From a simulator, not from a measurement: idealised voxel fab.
The name of this process module is voxel transistor to metal.
The figure presents cross-section cut, which has a width of 180 nm and is divided into square cells with an edge length of 5 nm.
When this document writes out a cross-section, it uses a grid of square cells and lists it as bands, beginning at the top and moving down, with a band standing for one or more rows of cells. Band: top and bottom heights (nm) first, top before bottom; then materials from left to right, widths in nm. "all across" marks a sole material filling the band edge to edge. "blank" denotes empty space. Ref level 0: as-received wafer is one material below here. Bottom band extends down with no lower bound ("0 nm and below"). Read "30->40" as a graded width: first number on top, second number at the bottom, same change between each pair of neighbouring rows. No cell of the cross-section changed in a step that is given as "no alterations made". What "Enclosed cavities" gives you is every empty space of 8 cells or more that is cut off from the top. Each appears as width x height at distance, with the distance taken from the left edge and width, height and distance all in nm. What comes after the settings on a step's line is commentary from the simulator itself on that step. overlay nm: for a step with a mask, the amount by which the mask lay right of where it was planned; a negative amount means left of it. What follows is a series of pairs. Each pair shows a cross-section before one process step and the cross-section after it, and the after view is drawn only down to the lowest band that changed. Beneath each pair is the step that lies between the two, with its settings. Pairs may come from different runs of this module on the same starting wafer, so a pair continues from the one above it only where its entry headed "before" says so.
## before
- 0 nm and below  Si all across
- Enclosed cavities: none
## Post-Step Snapshot
- 0 nm to -5 nm  SiO2 all across
- Below -5, no change.
- Enclosed cavities: none
Step applied between the pre-step and post-step cross-sections shown above: OXIDIZE, depth nm 5
before: cross-section not repeated; it is the one shown after the step in the pair just above.
## Post-Step Snapshot
- 10 nm to 0 nm  SiN all across
- Below 0, no change.
- Enclosed cavities: none
Step applied between the pre-step and post-step cross-sections shown above: CONFORMAL_DEP, material SiN, thk nm 10
before: cross-section not repeated; it is the one shown after the step in the pair just above.
## Post-Step Snapshot
- 10 nm to 0 nm  blank: 25  SiN: 125  blank: 30
- Below 0, no change.
- Enclosed cavities: none
Step applied between the pre-step and post-step cross-sections shown above: MASKED_ETCH, tone cover, mask id ACTIVE, width nm 125, etch materials SiN, depth nm 10, overlay nm 0
before: cross-section not repeated; it is the one shown after the step in the pair just above.
## Post-Step Snapshot
- 10 nm to 0 nm  blank: 25  SiN: 125  blank: 30
- 0 nm to -5 nm  blank: 25  SiO2: 125  blank: 30
- Below -5, no change.
- Enclosed cavities: none
Step applied between the pre-step and post-step cross-sections shown above: MASKED_ETCH, tone cover, mask id ACTIVE, width nm 125, etch materials SiO2, depth nm 5, overlay nm 0
before: cross-section not repeated; it is the one shown after the step in the pair just above.
## Post-Step Snapshot
- 10 nm to 0 nm  blank: 25  SiN: 125  blank: 30
- 0 nm to -5 nm  blank: 25  SiO2: 125  blank: 30
- -5 nm to -25 nm  blank: 25  Si: 125  blank: 30
- Below -25, no change.
- Enclosed cavities: none
Step applied between the pre-step and post-step cross-sections shown above: MASKED_ETCH, tone cover, mask id ACTIVE, width nm 125, etch materials Si, depth nm 20, overlay nm 0
before: cross-section not repeated; it is the one shown after the step in the pair just above.
## Post-Step Snapshot
- 10 nm to 0 nm  blank: 25  SiN: 125  blank: 30
- 0 nm to -5 nm  blank: 25  SiO2: 125  blank: 30
- -5 nm to -25 nm  blank: 25  SiO2: 5  Si: 115  SiO2: 5  blank: 30
- -25 nm to -30 nm  SiO2: 30  Si: 115  SiO2: 35
- Below -30, no change.
- Enclosed cavities: none
Step applied between the pre-step and post-step cross-sections shown above: OXIDIZE, depth nm 5
before: cross-section not repeated; it is the one shown after the step in the pair just above.
## Post-Step Snapshot
- 25 nm to 10 nm  SiO2 all across
- 10 nm to 0 nm  SiO2: 25  SiN: 125  SiO2: 30
- 0 nm to -5 nm  SiO2 all across
- -5 nm to -30 nm  SiO2: 30  Si: 115  SiO2: 35
- Below -30, no change.
- Enclosed cavities: none
Step applied between the pre-step and post-step cross-sections shown above: FILL_DEP, material SiO2, thk nm 15
before: cross-section not repeated; it is the one shown after the step in the pair just above.
## Post-Step Snapshot
- 10 nm to 0 nm  SiO2: 25  SiN: 125  SiO2: 30
- Below 0, no change.
- Enclosed cavities: none
Step applied between the pre-step and post-step cross-sections shown above: CMP, height nm 10
before: cross-section not repeated; it is the one shown after the step in the pair just above.
## Post-Step Snapshot
- 10 nm to 5 nm  blank: 25  SiN: 125  blank: 30
- Below 5, no change.
- Enclosed cavities: none
Step applied between the pre-step and post-step cross-sections shown above: SELECTIVE_ETCH, etch materials SiO2, depth nm 5
before: cross-section not repeated; it is the one shown after the step in the pair just above.
## Post-Step Snapshot
- 5 nm to 0 nm  SiO2: 25  blank: 125  SiO2: 30
- Below 0, no change.
- Enclosed cavities: none
Step applied between the pre-step and post-step cross-sections shown above: STRIP, etch materials SiN
before: cross-section not repeated; it is the one shown after the step in the pair just above.
## Post-Step Snapshot
- 0 nm to -5 nm  SiO2: 20  blank: 135  SiO2: 25
- Below -5, no change.
- Enclosed cavities: none
Step applied between the pre-step and post-step cross-sections shown above: SELECTIVE_ETCH, etch materials SiO2, depth nm 5
before: cross-section not repeated; it is the one shown after the step in the pair just above.
## Post-Step Snapshot
- 0 nm to -5 nm  SiO2: 20  blank: 135  SiO2: 25
- -5 nm to -10 nm  SiO2 all across
- Below -10, no change.
- Enclosed cavities: none
Step applied between the pre-step and post-step cross-sections shown above: OXIDIZE, depth nm 5
before: cross-section not repeated; it is the one shown after the step in the pair just above.
## Post-Step Snapshot
- 25 nm to 20 nm  polySi: 20  blank: 135  polySi: 25
- 20 nm to 0 nm  polySi all across
- 0 nm to -5 nm  SiO2: 20  polySi: 135  SiO2: 25
- Below -5, no change.
- Enclosed cavities: none
Step applied between the pre-step and post-step cross-sections shown above: DIRECTIONAL_DEP, material polySi, thk nm 25
before: cross-section not repeated; it is the one shown after the step in the pair just above.
## Post-Step Snapshot
- 35 nm to 30 nm  SiCN: 20  blank: 135  SiCN: 25
- 30 nm to 25 nm  SiCN all across
- 25 nm to 20 nm  polySi: 20  SiCN: 135  polySi: 25
- Below 20, no change.
- Enclosed cavities: none
Step applied between the pre-step and post-step cross-sections shown above: DIRECTIONAL_DEP, material SiCN, thk nm 10
before: cross-section not repeated; it is the one shown after the step in the pair just above.
## Post-Step Snapshot
- 30 nm to 25 nm  blank: 70  SiCN: 35  blank: 75
- 25 nm to 20 nm  polySi: 20  blank: 50  SiCN: 35  blank: 50  polySi: 25
- Below 20, no change.
- Enclosed cavities: none
Step applied between the pre-step and post-step cross-sections shown above: MASKED_ETCH, tone cover, mask id GATE, width nm 35, etch materials SiCN, depth nm 20, overlay nm 0
before: cross-section not repeated; it is the one shown after the step in the pair just above.
## Post-Step Snapshot
- 30 nm to 20 nm  blank: 70  SiCN: 35  blank: 75
- 20 nm to 0 nm  blank: 70  polySi: 35  blank: 75
- 0 nm to -5 nm  SiO2: 20  blank: 50  polySi: 35  blank: 50  SiO2: 25
- Below -5, no change.
- Enclosed cavities: none
Step applied between the pre-step and post-step cross-sections shown above: MASKED_ETCH, tone cover, mask id GATE, width nm 35, etch materials polySi, depth nm 35, overlay nm 0
before: cross-section not repeated; it is the one shown after the step in the pair just above.
## Post-Step Snapshot
- 35 nm to 30 nm  blank: 65  SiO2: 45  blank: 70
- 30 nm to 20 nm  blank: 65  SiO2: 5  SiCN: 35  SiO2: 5  blank: 70
- 20 nm to 5 nm  blank: 65  SiO2: 5  polySi: 35  SiO2: 5  blank: 70
- 5 nm to 0 nm  SiO2: 25  blank: 40  SiO2: 5  polySi: 35  SiO2: 5  blank: 40  SiO2: 30
- 0 nm to -5 nm  SiO2: 70  polySi: 35  SiO2: 75
- Below -5, no change.
- Enclosed cavities: none
Step applied between the pre-step and post-step cross-sections shown above: CONFORMAL_DEP, material SiO2, thk nm 5
before: cross-section not repeated; it is the one shown after the step in the pair just above.
## Post-Step Snapshot
- 30 nm to 20 nm  blank: 65  SiO2: 5  SiCN: 35  SiO2: 5  blank: 70
- 20 nm to 0 nm  blank: 65  SiO2: 5  polySi: 35  SiO2: 5  blank: 70
- 0 nm to -5 nm  SiO2: 25  blank: 40  SiO2: 5  polySi: 35  SiO2: 5  blank: 40  SiO2: 30
- Below -5, no change.
- Enclosed cavities: none
Step applied between the pre-step and post-step cross-sections shown above: DIRECTIONAL_ETCH, etch materials SiO2, depth nm 5
before: cross-section not repeated; it is the one shown after the step in the pair just above.
## Post-Step Snapshot
- 35 nm to 30 nm  blank: 60  SiN: 55  blank: 65
- 30 nm to 20 nm  blank: 60  SiN: 5  SiO2: 5  SiCN: 35  SiO2: 5  SiN: 5  blank: 65
- 20 nm to 5 nm  blank: 60  SiN: 5  SiO2: 5  polySi: 35  SiO2: 5  SiN: 5  blank: 65
- 5 nm to 0 nm  SiN: 30  blank: 30  SiN: 5  SiO2: 5  polySi: 35  SiO2: 5  SiN: 5  blank: 30  SiN: 35
- 0 nm to -5 nm  SiO2: 25  SiN: 40  SiO2: 5  polySi: 35  SiO2: 5  SiN: 40  SiO2: 30
- Below -5, no change.
- Enclosed cavities: none
Step applied between the pre-step and post-step cross-sections shown above: CONFORMAL_DEP, material SiN, thk nm 5
before: cross-section not repeated; it is the one shown after the step in the pair just above.
## Post-Step Snapshot
- 30 nm to 20 nm  blank: 60  SiN: 5  SiO2: 5  SiCN: 35  SiO2: 5  SiN: 5  blank: 65
- 20 nm to 0 nm  blank: 60  SiN: 5  SiO2: 5  polySi: 35  SiO2: 5  SiN: 5  blank: 65
- 0 nm to -5 nm  SiO2: 25  SiN: 5  blank: 30  SiN: 5  SiO2: 5  polySi: 35  SiO2: 5  SiN: 5  blank: 30  SiN: 5  SiO2: 30
- Below -5, no change.
- Enclosed cavities: none
Step applied between the pre-step and post-step cross-sections shown above: DIRECTIONAL_ETCH, etch materials SiN, depth nm 5
before: cross-section not repeated; it is the one shown after the step in the pair just above.
## Post-Step Snapshot
- 30 nm to 25 nm  blank: 60  SiN: 5  blank: 5  SiCN: 35  blank: 5  SiN: 5  blank: 65
- 25 nm to 20 nm  blank: 60  SiN: 5  SiO2: 5  SiCN: 35  SiO2: 5  SiN: 5  blank: 65
- 20 nm to 0 nm  blank: 60  SiN: 5  SiO2: 5  polySi: 35  SiO2: 5  SiN: 5  blank: 65
- 0 nm to -5 nm  blank: 25  SiN: 5  blank: 30  SiN: 5  SiO2: 5  polySi: 35  SiO2: 5  SiN: 5  blank: 30  SiN: 5  blank: 30
- -5 nm to -10 nm  SiO2: 30  blank: 30  SiO2: 55  blank: 30  SiO2: 35
- Below -10, no change.
- Enclosed cavities: none
Step applied between the pre-step and post-step cross-sections shown above: DIRECTIONAL_ETCH, etch materials SiO2, depth nm 5
before: cross-section not repeated; it is the one shown after the step in the pair just above.
## Post-Step Snapshot
- 30 nm to 25 nm  blank: 60  SiN: 5  blank: 5  SiCN: 35  blank: 5  SiN: 5  blank: 65
- 25 nm to 20 nm  blank: 60  SiN: 5  SiO2: 5  SiCN: 35  SiO2: 5  SiN: 5  blank: 65
- 20 nm to 0 nm  blank: 60  SiN: 5  SiO2: 5  polySi: 35  SiO2: 5  SiN: 5  blank: 65
- 0 nm to -5 nm  blank: 25  SiN: 5  blank: 30  SiN: 5  SiO2: 5  polySi: 35  SiO2: 5  SiN: 5  blank: 30  SiN: 5  blank: 30
- -5 nm to -10 nm  SiO2: 30  blank: 30  SiO2: 55  blank: 30  SiO2: 35
- -10 nm to -20 nm  SiO2: 30  blank: 30  Si: 55  blank: 30  SiO2: 35
- Below -20, no change.
- Enclosed cavities: none
Step applied between the pre-step and post-step cross-sections shown above: DIRECTIONAL_ETCH, etch materials Si, depth nm 10
before: cross-section not repeated; it is the one shown after the step in the pair just above.
## Post-Step Snapshot
- 30 nm to 25 nm  blank: 60  SiN: 5  blank: 5  SiCN: 35  blank: 5  SiN: 5  blank: 65
- 25 nm to 20 nm  blank: 60  SiN: 5  SiO2: 5  SiCN: 35  SiO2: 5  SiN: 5  blank: 65
- 20 nm to 5 nm  blank: 60  SiN: 5  SiO2: 5  polySi: 35  SiO2: 5  SiN: 5  blank: 65
- 5 nm to 0 nm  blank: 45  SiGe: 15  SiN: 5  SiO2: 5  polySi: 35  SiO2: 5  SiN: 5  SiGe: 15  blank: 50
- 0 nm to -5 nm  blank: 25  SiN: 5  blank: 15  SiGe: 15  SiN: 5  SiO2: 5  polySi: 35  SiO2: 5  SiN: 5  SiGe: 15  blank: 15  SiN: 5  blank: 30
- -5 nm to -10 nm  SiO2: 30  SiGe: 30  SiO2: 55  SiGe: 30  SiO2: 35
- -10 nm to -20 nm  SiO2: 30  SiGe: 30  Si: 55  SiGe: 30  SiO2: 35
- Below -20, no change.
- Enclosed cavities: none
Step applied between the pre-step and post-step cross-sections shown above: EPI, material SiGe, thk nm 15
before: cross-section not repeated; it is the one shown after the step in the pair just above.
## Post-Step Snapshot
- 40 nm to 30 nm  SiO2 all across
- 30 nm to 20 nm  SiO2: 60  SiN: 5  SiO2: 5  SiCN: 35  SiO2: 5  SiN: 5  SiO2: 65
- 20 nm to 5 nm  SiO2: 60  SiN: 5  SiO2: 5  polySi: 35  SiO2: 5  SiN: 5  SiO2: 65
- 5 nm to 0 nm  SiO2: 45  SiGe: 15  SiN: 5  SiO2: 5  polySi: 35  SiO2: 5  SiN: 5  SiGe: 15  SiO2: 50
- 0 nm to -5 nm  SiO2: 25  SiN: 5  SiO2: 15  SiGe: 15  SiN: 5  SiO2: 5  polySi: 35  SiO2: 5  SiN: 5  SiGe: 15  SiO2: 15  SiN: 5  SiO2: 30
- Below -5, no change.
- Enclosed cavities: none
Step applied between the pre-step and post-step cross-sections shown above: FILL_DEP, material SiO2, thk nm 10
before: cross-section not repeated; it is the one shown after the step in the pair just above.
## Post-Step Snapshot
- 20 nm to 5 nm  SiO2: 60  SiN: 5  SiO2: 5  polySi: 35  SiO2: 5  SiN: 5  SiO2: 65
- Below 5, no change.
- Enclosed cavities: none
Step applied between the pre-step and post-step cross-sections shown above: CMP, height nm 20
before: cross-section not repeated; it is the one shown after the step in the pair just above.
## Post-Step Snapshot
- 20 nm to 5 nm  SiO2: 60  SiN: 5  SiO2: 5  blank: 35  SiO2: 5  SiN: 5  SiO2: 65
- 5 nm to 0 nm  SiO2: 45  SiGe: 15  SiN: 5  SiO2: 5  blank: 35  SiO2: 5  SiN: 5  SiGe: 15  SiO2: 50
- 0 nm to -5 nm  SiO2: 25  SiN: 5  SiO2: 15  SiGe: 15  SiN: 5  SiO2: 5  blank: 35  SiO2: 5  SiN: 5  SiGe: 15  SiO2: 15  SiN: 5  SiO2: 30
- Below -5, no change.
- Enclosed cavities: none
Step applied between the pre-step and post-step cross-sections shown above: STRIP, etch materials polySi
before: cross-section not repeated; it is the one shown after the step in the pair just above.
## Post-Step Snapshot
- 20 nm to 15 nm  blank: 60  SiN: 5  blank: 45  SiN: 5  blank: 65
- 15 nm to 5 nm  SiO2: 60  SiN: 5  blank: 45  SiN: 5  SiO2: 65
- 5 nm to 0 nm  SiO2: 45  SiGe: 15  SiN: 5  blank: 45  SiN: 5  SiGe: 15  SiO2: 50
- 0 nm to -5 nm  SiO2: 25  SiN: 5  SiO2: 15  SiGe: 15  SiN: 5  blank: 45  SiN: 5  SiGe: 15  SiO2: 15  SiN: 5  SiO2: 30
- -5 nm to -10 nm  SiO2: 30  SiGe: 30  SiO2: 5  blank: 45  SiO2: 5  SiGe: 30  SiO2: 35
- Below -10, no change.
- Enclosed cavities: none
Step applied between the pre-step and post-step cross-sections shown above: SELECTIVE_ETCH, etch materials SiO2, depth nm 5
before: cross-section not repeated; it is the one shown after the step in the pair just above.
## Post-Step Snapshot
- 25 nm to 20 nm  blank: 55  HfO2: 15  blank: 35  HfO2: 15  blank: 60
- 20 nm to 15 nm  HfO2: 60  SiN: 5  HfO2: 5  blank: 35  HfO2: 5  SiN: 5  HfO2: 65
- 15 nm to 5 nm  SiO2: 60  SiN: 5  HfO2: 5  blank: 35  HfO2: 5  SiN: 5  SiO2: 65
- 5 nm to 0 nm  SiO2: 45  SiGe: 15  SiN: 5  HfO2: 5  blank: 35  HfO2: 5  SiN: 5  SiGe: 15  SiO2: 50
- 0 nm to -5 nm  SiO2: 25  SiN: 5  SiO2: 15  SiGe: 15  SiN: 5  HfO2: 5  blank: 35  HfO2: 5  SiN: 5  SiGe: 15  SiO2: 15  SiN: 5  SiO2: 30
- -5 nm to -10 nm  SiO2: 30  SiGe: 30  SiO2: 5  HfO2: 45  SiO2: 5  SiGe: 30  SiO2: 35
- Below -10, no change.
- Enclosed cavities: none
Step applied between the pre-step and post-step cross-sections shown above: CONFORMAL_DEP, material HfO2, thk nm 5
before: cross-section not repeated; it is the one shown after the step in the pair just above.
## Post-Step Snapshot
- 30 nm to 25 nm  blank: 50  TiN: 25  blank: 25  TiN: 25  blank: 55
- 25 nm to 20 nm  TiN: 55  HfO2: 15  TiN: 5  blank: 25  TiN: 5  HfO2: 15  TiN: 60
- 20 nm to 15 nm  HfO2: 60  SiN: 5  HfO2: 5  TiN: 5  blank: 25  TiN: 5  HfO2: 5  SiN: 5  HfO2: 65
- 15 nm to 5 nm  SiO2: 60  SiN: 5  HfO2: 5  TiN: 5  blank: 25  TiN: 5  HfO2: 5  SiN: 5  SiO2: 65
- 5 nm to 0 nm  SiO2: 45  SiGe: 15  SiN: 5  HfO2: 5  TiN: 5  blank: 25  TiN: 5  HfO2: 5  SiN: 5  SiGe: 15  SiO2: 50
- 0 nm to -5 nm  SiO2: 25  SiN: 5  SiO2: 15  SiGe: 15  SiN: 5  HfO2: 5  TiN: 35  HfO2: 5  SiN: 5  SiGe: 15  SiO2: 15  SiN: 5  SiO2: 30
- Below -5, no change.
- Enclosed cavities: none
Step applied between the pre-step and post-step cross-sections shown above: CONFORMAL_DEP, material TiN, thk nm 5
before: cross-section not repeated; it is the one shown after the step in the pair just above.
## Post-Step Snapshot
- 40 nm to 30 nm  W all across
- 30 nm to 25 nm  W: 50  TiN: 25  W: 25  TiN: 25  W: 55
- 25 nm to 20 nm  TiN: 55  HfO2: 15  TiN: 5  W: 25  TiN: 5  HfO2: 15  TiN: 60
- 20 nm to 15 nm  HfO2: 60  SiN: 5  HfO2: 5  TiN: 5  W: 25  TiN: 5  HfO2: 5  SiN: 5  HfO2: 65
- 15 nm to 5 nm  SiO2: 60  SiN: 5  HfO2: 5  TiN: 5  W: 25  TiN: 5  HfO2: 5  SiN: 5  SiO2: 65
- 5 nm to 0 nm  SiO2: 45  SiGe: 15  SiN: 5  HfO2: 5  TiN: 5  W: 25  TiN: 5  HfO2: 5  SiN: 5  SiGe: 15  SiO2: 50
- Below 0, no change.
- Enclosed cavities: none
Step applied between the pre-step and post-step cross-sections shown above: FILL_DEP, material W, thk nm 10
before: cross-section not repeated; it is the one shown after the step in the pair just above.
## Post-Step Snapshot
- 15 nm to 5 nm  SiO2: 60  SiN: 5  HfO2: 5  TiN: 5  W: 25  TiN: 5  HfO2: 5  SiN: 5  SiO2: 65
- Below 5, no change.
- Enclosed cavities: none
Step applied between the pre-step and post-step cross-sections shown above: CMP, height nm 15
before: cross-section not repeated; it is the one shown after the step in the pair just above.
## Post-Step Snapshot
- 30 nm to 15 nm  SiO2 all across
- Below 15, no change.
- Enclosed cavities: none
Step applied between the pre-step and post-step cross-sections shown above: DIRECTIONAL_DEP, material SiO2, thk nm 15
before: cross-section not repeated; it is the one shown after the step in the pair just above.
## Post-Step Snapshot
- 30 nm to 15 nm  SiO2: 35  blank: 20  SiO2: 65  blank: 20  SiO2: 40
- 15 nm to 5 nm  SiO2: 35  blank: 20  SiO2: 5  SiN: 5  HfO2: 5  TiN: 5  W: 25  TiN: 5  HfO2: 5  SiN: 5  SiO2: 5  blank: 20  SiO2: 40
- 5 nm to 0 nm  SiO2: 35  blank: 10  SiGe: 15  SiN: 5  HfO2: 5  TiN: 5  W: 25  TiN: 5  HfO2: 5  SiN: 5  SiGe: 15  blank: 10  SiO2: 40
- 0 nm to -5 nm  SiO2: 25  SiN: 5  SiO2: 5  blank: 10  SiGe: 15  SiN: 5  HfO2: 5  TiN: 35  HfO2: 5  SiN: 5  SiGe: 15  blank: 10  SiO2: 5  SiN: 5  SiO2: 30
- Below -5, no change.
- Enclosed cavities: none
Step applied between the pre-step and post-step cross-sections shown above: MASKED_ETCH, tone open, mask id CONTACT, width nm 20, pitch nm 85, etch materials SiO2, depth nm 35, overlay nm 0
before: cross-section not repeated; it is the one shown after the step in the pair just above.
## Post-Step Snapshot
- 35 nm to 30 nm  TiN: 40  blank: 10  TiN: 75  blank: 10  TiN: 45
- 30 nm to 15 nm  SiO2: 35  TiN: 5  blank: 10  TiN: 5  SiO2: 65  TiN: 5  blank: 10  TiN: 5  SiO2: 40
- 15 nm to 10 nm  SiO2: 35  TiN: 5  blank: 10  TiN: 5  SiO2: 5  SiN: 5  HfO2: 5  TiN: 5  W: 25  TiN: 5  HfO2: 5  SiN: 5  SiO2: 5  TiN: 5  blank: 10  TiN: 5  SiO2: 40
- 10 nm to 5 nm  SiO2: 35  TiN: 20  SiO2: 5  SiN: 5  HfO2: 5  TiN: 5  W: 25  TiN: 5  HfO2: 5  SiN: 5  SiO2: 5  TiN: 20  SiO2: 40
- 5 nm to 0 nm  SiO2: 35  TiN: 10  SiGe: 15  SiN: 5  HfO2: 5  TiN: 5  W: 25  TiN: 5  HfO2: 5  SiN: 5  SiGe: 15  TiN: 10  SiO2: 40
- 0 nm to -5 nm  SiO2: 25  SiN: 5  SiO2: 5  TiN: 10  SiGe: 15  SiN: 5  HfO2: 5  TiN: 35  HfO2: 5  SiN: 5  SiGe: 15  TiN: 10  SiO2: 5  SiN: 5  SiO2: 30
- Below -5, no change.
- Enclosed cavities: none
Step applied between the pre-step and post-step cross-sections shown above: CONFORMAL_DEP, material TiN, thk nm 5
before: cross-section not repeated; it is the one shown after the step in the pair just above.
## Post-Step Snapshot
- 40 nm to 35 nm  Ru all across
- 35 nm to 30 nm  TiN: 40  Ru: 10  TiN: 75  Ru: 10  TiN: 45
- 30 nm to 15 nm  SiO2: 35  TiN: 5  Ru: 10  TiN: 5  SiO2: 65  TiN: 5  Ru: 10  TiN: 5  SiO2: 40
- 15 nm to 10 nm  SiO2: 35  TiN: 5  Ru: 10  TiN: 5  SiO2: 5  SiN: 5  HfO2: 5  TiN: 5  W: 25  TiN: 5  HfO2: 5  SiN: 5  SiO2: 5  TiN: 5  Ru: 10  TiN: 5  SiO2: 40
- Below 10, no change.
- Enclosed cavities: none
Step applied between the pre-step and post-step cross-sections shown above: FILL_DEP, material Ru, thk nm 5
before: cross-section not repeated; it is the one shown after the step in the pair just above.
## Post-Step Snapshot
- 30 nm to 15 nm  SiO2: 35  TiN: 5  Ru: 10  TiN: 5  SiO2: 65  TiN: 5  Ru: 10  TiN: 5  SiO2: 40
- Below 15, no change.
- Enclosed cavities: none
Step applied between the pre-step and post-step cross-sections shown above: CMP, height nm 30
before: cross-section not repeated; it is the one shown after the step in the pair just above.
## Post-Step Snapshot
- 35 nm to 30 nm  SiN all across
- Below 30, no change.
- Enclosed cavities: none
Step applied between the pre-step and post-step cross-sections shown above: CONFORMAL_DEP, material SiN, thk nm 5
before: cross-section not repeated; it is the one shown after the step in the pair just above.
## Post-Step Snapshot
- 50 nm to 35 nm  lowk all across
- Below 35, no change.
- Enclosed cavities: none
Step applied between the pre-step and post-step cross-sections shown above: DIRECTIONAL_DEP, material lowk, thk nm 15
before: cross-section not repeated; it is the one shown after the step in the pair just above.
## Post-Step Snapshot
- 65 nm to 50 nm  aC all across
- Below 50, no change.
- Enclosed cavities: none
Step applied between the pre-step and post-step cross-sections shown above: DIRECTIONAL_DEP, material aC, thk nm 15
before: cross-section not repeated; it is the one shown after the step in the pair just above.
## Post-Step Snapshot
- 100 nm to 65 nm  resist: 35  blank: 20  resist: 65  blank: 20  resist: 40
- Below 65, no change.
- Enclosed cavities: none
Step applied between the pre-step and post-step cross-sections shown above: PATTERN, tone open, mask id METAL_1, material resist, width nm 20, pitch nm 85, thk nm 35, overlay nm 0
before: cross-section not repeated; it is the one shown after the step in the pair just above.
## Post-Step Snapshot
- 85 nm to 65 nm  resist: 35  blank: 20  resist: 65  blank: 20  resist: 40
- 65 nm to 50 nm  aC: 35  blank: 20  aC: 65  blank: 20  aC: 40
- Below 50, no change.
- Enclosed cavities: none
Step applied between the pre-step and post-step cross-sections shown above: DIRECTIONAL_ETCH, etch materials aC, depth nm 15
before: cross-section not repeated; it is the one shown after the step in the pair just above.
## Post-Step Snapshot
- 65 nm to 50 nm  aC: 35  blank: 20  aC: 65  blank: 20  aC: 40
- Below 50, no change.
- Enclosed cavities: none
Step applied between the pre-step and post-step cross-sections shown above: STRIP, etch materials resist
before: cross-section not repeated; it is the one shown after the step in the pair just above.
## Post-Step Snapshot
- 65 nm to 50 nm  aC: 35  blank: 20  aC: 65  blank: 20  aC: 40
- 50 nm to 35 nm  lowk: 35  blank: 20  lowk: 65  blank: 20  lowk: 40
- Below 35, no change.
- Enclosed cavities: none
Step applied between the pre-step and post-step cross-sections shown above: DIRECTIONAL_ETCH, etch materials lowk, depth nm 15
before: cross-section not repeated; it is the one shown after the step in the pair just above.
## Post-Step Snapshot
- 65 nm to 50 nm  aC: 35  blank: 20  aC: 65  blank: 20  aC: 40
- 50 nm to 35 nm  lowk: 35  blank: 20  lowk: 65  blank: 20  lowk: 40
- 35 nm to 30 nm  SiN: 35  blank: 20  SiN: 65  blank: 20  SiN: 40
- Below 30, no change.
- Enclosed cavities: none
Step applied between the pre-step and post-step cross-sections shown above: DIRECTIONAL_ETCH, etch materials SiN, depth nm 5
before: cross-section not repeated; it is the one shown after the step in the pair just above.
## Post-Step Snapshot
- 50 nm to 35 nm  lowk: 35  blank: 20  lowk: 65  blank: 20  lowk: 40
- Below 35, no change.
- Enclosed cavities: none
Step applied between the pre-step and post-step cross-sections shown above: STRIP, etch materials aC
before: cross-section not repeated; it is the one shown after the step in the pair just above.
## Post-Step Snapshot
- 55 nm to 50 nm  TiN: 40  blank: 10  TiN: 75  blank: 10  TiN: 45
- 50 nm to 35 nm  lowk: 35  TiN: 5  blank: 10  TiN: 5  lowk: 65  TiN: 5  blank: 10  TiN: 5  lowk: 40
- 35 nm to 30 nm  SiN: 35  TiN: 20  SiN: 65  TiN: 20  SiN: 40
- Below 30, no change.
- Enclosed cavities: none
Step applied between the pre-step and post-step cross-sections shown above: CONFORMAL_DEP, material TiN, thk nm 5
before: cross-section not repeated; it is the one shown after the step in the pair just above.
## Post-Step Snapshot
- 60 nm to 55 nm  Ru all across
- 55 nm to 50 nm  TiN: 40  Ru: 10  TiN: 75  Ru: 10  TiN: 45
- 50 nm to 35 nm  lowk: 35  TiN: 5  Ru: 10  TiN: 5  lowk: 65  TiN: 5  Ru: 10  TiN: 5  lowk: 40
- Below 35, no change.
- Enclosed cavities: none
Step applied between the pre-step and post-step cross-sections shown above: FILL_DEP, material Ru, thk nm 5
before: cross-section not repeated; it is the one shown after the step in the pair just above.
## Post-Step Snapshot
- 50 nm to 35 nm  lowk: 35  TiN: 5  Ru: 10  TiN: 5  lowk: 65  TiN: 5  Ru: 10  TiN: 5  lowk: 40
- Below 35, no change.
- Enclosed cavities: none
Step applied between the pre-step and post-step cross-sections shown above: CMP, height nm 50
before: cross-section not repeated; it is the one shown after the step in the pair just above.
## Post-Step Snapshot
- 55 nm to 50 nm  SiCN all across
- Below 50, no change.
- Enclosed cavities: none
Step applied between the pre-step and post-step cross-sections shown above: CONFORMAL_DEP, material SiCN, thk nm 5
## before
- 20 nm to 15 nm  blank: 60  SiN: 5  blank: 45  SiN: 5  blank: 65
- 15 nm to 5 nm  SiO2: 60  SiN: 5  blank: 45  SiN: 5  SiO2: 65
- 5 nm to 0 nm  SiO2: 45  SiGe: 15  SiN: 5  blank: 45  SiN: 5  SiGe: 15  SiO2: 50
- 0 nm to -5 nm  SiO2: 25  SiN: 5  SiO2: 15  SiGe: 15  SiN: 5  blank: 45  SiN: 5  SiGe: 15  SiO2: 15  SiN: 5  SiO2: 30
- -5 nm to -10 nm  SiO2: 30  SiGe: 30  SiO2: 5  blank: 45  SiO2: 5  SiGe: 30  SiO2: 35
- -10 nm to -20 nm  SiO2: 30  SiGe: 30  Si: 55  SiGe: 30  SiO2: 35
- -20 nm to -30 nm  SiO2: 30  Si: 115  SiO2: 35
- -30 nm and below  Si all across
- Enclosed cavities: none
## Post-Step Snapshot
- 25 nm to 20 nm  blank: 55  TiN: 15  blank: 35  TiN: 15  blank: 60
- 20 nm to 15 nm  TiN: 60  SiN: 5  TiN: 5  blank: 35  TiN: 5  SiN: 5  TiN: 65
- 15 nm to 5 nm  SiO2: 60  SiN: 5  TiN: 5  blank: 35  TiN: 5  SiN: 5  SiO2: 65
- 5 nm to 0 nm  SiO2: 45  SiGe: 15  SiN: 5  TiN: 5  blank: 35  TiN: 5  SiN: 5  SiGe: 15  SiO2: 50
- 0 nm to -5 nm  SiO2: 25  SiN: 5  SiO2: 15  SiGe: 15  SiN: 5  TiN: 5  blank: 35  TiN: 5  SiN: 5  SiGe: 15  SiO2: 15  SiN: 5  SiO2: 30
- -5 nm to -10 nm  SiO2: 30  SiGe: 30  SiO2: 5  TiN: 45  SiO2: 5  SiGe: 30  SiO2: 35
- Below -10, no change.
- Enclosed cavities: none
Step applied between the pre-step and post-step cross-sections shown above: CONFORMAL_DEP, material TiN, thk nm 5
before: cross-section not repeated; it is the one shown after the step in the pair just above.
## Post-Step Snapshot
- 35 nm to 25 nm  W all across
- 25 nm to 20 nm  W: 55  TiN: 15  W: 35  TiN: 15  W: 60
- 20 nm to 15 nm  TiN: 60  SiN: 5  TiN: 5  W: 35  TiN: 5  SiN: 5  TiN: 65
- 15 nm to 5 nm  SiO2: 60  SiN: 5  TiN: 5  W: 35  TiN: 5  SiN: 5  SiO2: 65
- 5 nm to 0 nm  SiO2: 45  SiGe: 15  SiN: 5  TiN: 5  W: 35  TiN: 5  SiN: 5  SiGe: 15  SiO2: 50
- 0 nm to -5 nm  SiO2: 25  SiN: 5  SiO2: 15  SiGe: 15  SiN: 5  TiN: 5  W: 35  TiN: 5  SiN: 5  SiGe: 15  SiO2: 15  SiN: 5  SiO2: 30
- Below -5, no change.
- Enclosed cavities: none
Step applied between the pre-step and post-step cross-sections shown above: FILL_DEP, material W, thk nm 10
